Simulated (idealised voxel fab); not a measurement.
Module name: voxel capacitor over wiring (process module)
Shown is cross-section cut, with a width of 225 nm and square cells of size 5 nm.
Notation: cross-section as square-cell grid; stated in bands, top first, going down; one or more cell rows per band. In this notation a band is specified by the heights of its top and bottom, in that order and in nm, after which its materials appear from left to right, each paired with its width in nm. The word "all across" attached to a single material means that material fills the band from edge to edge; the word "empty" stands for empty space. Counting heights begins at 0, where everything beneath is, in the wafer as received, one material. The lowest band has no bottom; it goes on downwards, as "z 0 and below" shows. The expression "30..40" gives the width at the extremes of the band, the first number at its top row of cells and the second at its bottom row, with the width changing by equal amounts from each row to the next in between. "changes: none", as given for a step, is the statement that not any cell of the cross-section underwent a change during that step. You'll see "Sealed internal cavities" listing empty spaces that have no way open to the top, as long as they're 8 cells or more; the notation is width x height at distance, where the distance is from the left edge, and all of it is in nm. That trailing text on a step's line, after the settings, is the simulator's own remark on the step. Steps that use a mask can have "overlay nm" on their line. It says how far the mask sat to the right of where it was meant to be. Negative means to the left.
PLANNED STEP LIST FOR THE PROCESS
1,RECEIVE,material Si
2,CONFORMAL_DEP,material SiO2,thk nm 10
3,DIRECTIONAL_DEP,material TiN,thk nm 5
4,DIRECTIONAL_DEP,material W,thk nm 25
5,DIRECTIONAL_DEP,material aC,thk nm 15
6,PATTERN,tone cover,mask id METAL_1,material resist,width nm 20,pitch nm 90,thk nm 30,overlay nm 0
7,DIRECTIONAL_ETCH,etch materials aC,depth nm 15
8,STRIP,etch materials resist
9,DIRECTIONAL_ETCH,etch materials W,depth nm 25
10,DIRECTIONAL_ETCH,etch materials TiN,depth nm 5
11,STRIP,etch materials aC
12,FILL_DEP,material lowk,thk nm 5
13,CMP,height nm 40
14,CONFORMAL_DEP,material SiCN,thk nm 5
15,DIRECTIONAL_DEP,material SiO2,thk nm 15
16,DIRECTIONAL_DEP,material aC,thk nm 15
17,PATTERN,tone open,mask id PLUG_1,material resist,width nm 15,thk nm 35,overlay nm 0
18,DIRECTIONAL_ETCH,etch materials aC,depth nm 15
19,STRIP,etch materials resist
20,DIRECTIONAL_ETCH,etch materials SiO2,depth nm 15
21,DIRECTIONAL_ETCH,etch materials SiCN,depth nm 5
22,STRIP,etch materials aC
23,EPI,material Ru,thk nm 10
24,EPI,material Ru,thk nm 10
25,DIRECTIONAL_DEP,material TiN,thk nm 10
26,DIRECTIONAL_DEP,material Al2O3,thk nm 5
27,DIRECTIONAL_DEP,material TiN,thk nm 5
28,DIRECTIONAL_DEP,material aC,thk nm 15
29,PATTERN,tone cover,mask id UPPER_PLATE,material resist,width nm 75,thk nm 35,overlay nm 0
30,DIRECTIONAL_ETCH,etch materials aC,depth nm 15
31,STRIP,etch materials resist
32,DIRECTIONAL_ETCH,etch materials TiN,depth nm 5
33,DIRECTIONAL_ETCH,etch materials Al2O3,depth nm 5
34,STRIP,etch materials aC
35,PATTERN,tone cover,mask id LOWER_PLATE,material resist,width nm 85,thk nm 15,overlay nm 0
36,DIRECTIONAL_ETCH,etch materials TiN,depth nm 10
37,STRIP,etch materials resist
38,FILL_DEP,material SiO2,thk nm 15
39,CMP,height nm 90
40,MASKED_ETCH,tone open,mask id PLUG_2,width nm 15,etch materials SiO2,depth nm 10,overlay nm 0
41,CONFORMAL_DEP,material TiN,thk nm 5
42,FILL_DEP,material Ru,thk nm 5
43,CMP,height nm 90
44,CONFORMAL_DEP,material SiCN,thk nm 5
CROSS-SECTION, INCOMING MATERIAL, AFTER STEP 1
- z 0 and below  Si all across
- Sealed internal cavities: none
FINAL CROSS-SECTION, MODULE RUN WITH ONE MISTAKE (START AND PLAN AS ABOVE)
- z 85 to 80  SiCN all across
- z 80 to 75  SiO2: 60 / TiN: 75 / SiO2: 90
- z 75 to 70  SiO2: 60 / Al2O3: 75 / SiO2: 90
- z 70 to 60  SiO2: 55 / TiN: 85 / SiO2: 85
- z 60 to 45  SiO2: 60 / Ru: 15 / SiO2: 150
- z 45 to 40  SiCN: 60 / Ru: 15 / SiCN: 150
- z 40 to 15  lowk: 55 / W: 20 / lowk: 70 / W: 20 / lowk: 60
- z 15 to 10  lowk: 55 / TiN: 20 / lowk: 70 / TiN: 20 / lowk: 60
- z 10 to 0  SiO2 all across
- z 0 and below  Si all across
- Sealed internal cavities: none
What went wrong in running the wafer? step 43 was processed under conditions differing from the plan, specifically as CMP,height nm 80
